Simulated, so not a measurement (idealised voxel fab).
process module | voxel gate over fins
cross-section cut | 195 nm wide | cells 5 nm
A cross-section is a grid of square cells, given in bands from the top down. A band is one or more rows of cells.
Each band's line starts with the height of the band's top and of its bottom, in nm. Then come its materials from left to right, each with its width in nm. One material with "throughout" fills the band from edge to edge. "air" is empty space.
Height 0 is the level under which the wafer as received is all one material. The lowest band goes on downwards, as in "0 down".
A width such as "30 to 40" changes by the same amount from each row of cells to the next, from the band's top row to its bottom row.
"no change" after a step means that no cell of the cross-section changed.
closed voids: empty space of 8 cells or more with no open way to the top, each as width x height at its distance from the left edge, in nm
after a step's settings: what the simulator itself notes on the step
overlay nm, on a step with a mask: how far to the right of its planned place the mask lay; to the left if negative
plan
1 op RECEIVE | material Si
2 op CONFORMAL_DEP | material SiN | thk nm 5
3 op PATTERN | tone cover | mask id FINS | material resist | width nm 15 | pitch nm 45 | thk nm 20 | overlay nm 0
4 op DIRECTIONAL_ETCH | etch materials SiN | depth nm 5
5 op DIRECTIONAL_ETCH | etch materials Si | depth nm 30
6 op STRIP | etch materials resist
7 op OXIDIZE | depth nm 5
8 op FILL_DEP | material SiO2 | thk nm 5
9 op CMP | height nm 5
10 op SELECTIVE_ETCH | etch materials SiO2 | depth nm 20
11 op STRIP | etch materials SiN
12 op CONFORMAL_DEP | material HfO2 | thk nm 5
13 op CONFORMAL_DEP | material TiN | thk nm 5
14 op FILL_DEP | material W | thk nm 10
15 op CMP | height nm 15
16 op CONFORMAL_DEP | material SiN | thk nm 10
as received, after step 1
  0 down: Si throughout
  closed voids: none
a wafer at the end: this start, this plan, one mistake
  25 to 15: SiN throughout
  15 to 10: W throughout
  10 to 5: W 15 | TiN 30 | W 15 | TiN 30 | W 15 | TiN 30 | W 15 | TiN 30 | W 15
  5 to 0: W 15 | TiN 5 | HfO2 20 | TiN 5 | W 15 | TiN 5 | HfO2 20 | TiN 5 | W 15 | TiN 5 | HfO2 20 | TiN 5 | W 15 | TiN 5 | HfO2 20 | TiN 5 | W 15
  0 to -5: W 15 | TiN 5 | HfO2 5 | Si 10 | HfO2 5 | TiN 5 | W 15 | TiN 5 | HfO2 5 | Si 10 | HfO2 5 | TiN 5 | W 15 | TiN 5 | HfO2 5 | Si 10 | HfO2 5 | TiN 5 | W 15 | TiN 5 | HfO2 5 | Si 10 | HfO2 5 | TiN 5 | W 15
  -5 to -10: TiN 20 | HfO2 5 | Si 10 | HfO2 5 | TiN 25 | HfO2 5 | Si 10 | HfO2 5 | TiN 25 | HfO2 5 | Si 10 | HfO2 5 | TiN 25 | HfO2 5 | Si 10 | HfO2 5 | TiN 20
  -10 to -15: HfO2 25 | Si 10 | HfO2 35 | Si 10 | HfO2 35 | Si 10 | HfO2 35 | Si 10 | HfO2 25
  -15 to -35: SiO2 25 | Si 10 | SiO2 35 | Si 10 | SiO2 35 | Si 10 | SiO2 35 | Si 10 | SiO2 25
  -35 down: Si throughout
  closed voids: none
what went wrong: step 3 ran as: op PATTERN | tone cover | mask id FINS | material resist | width nm 20 | pitch nm 45 | thk nm 20 | overlay nm 0
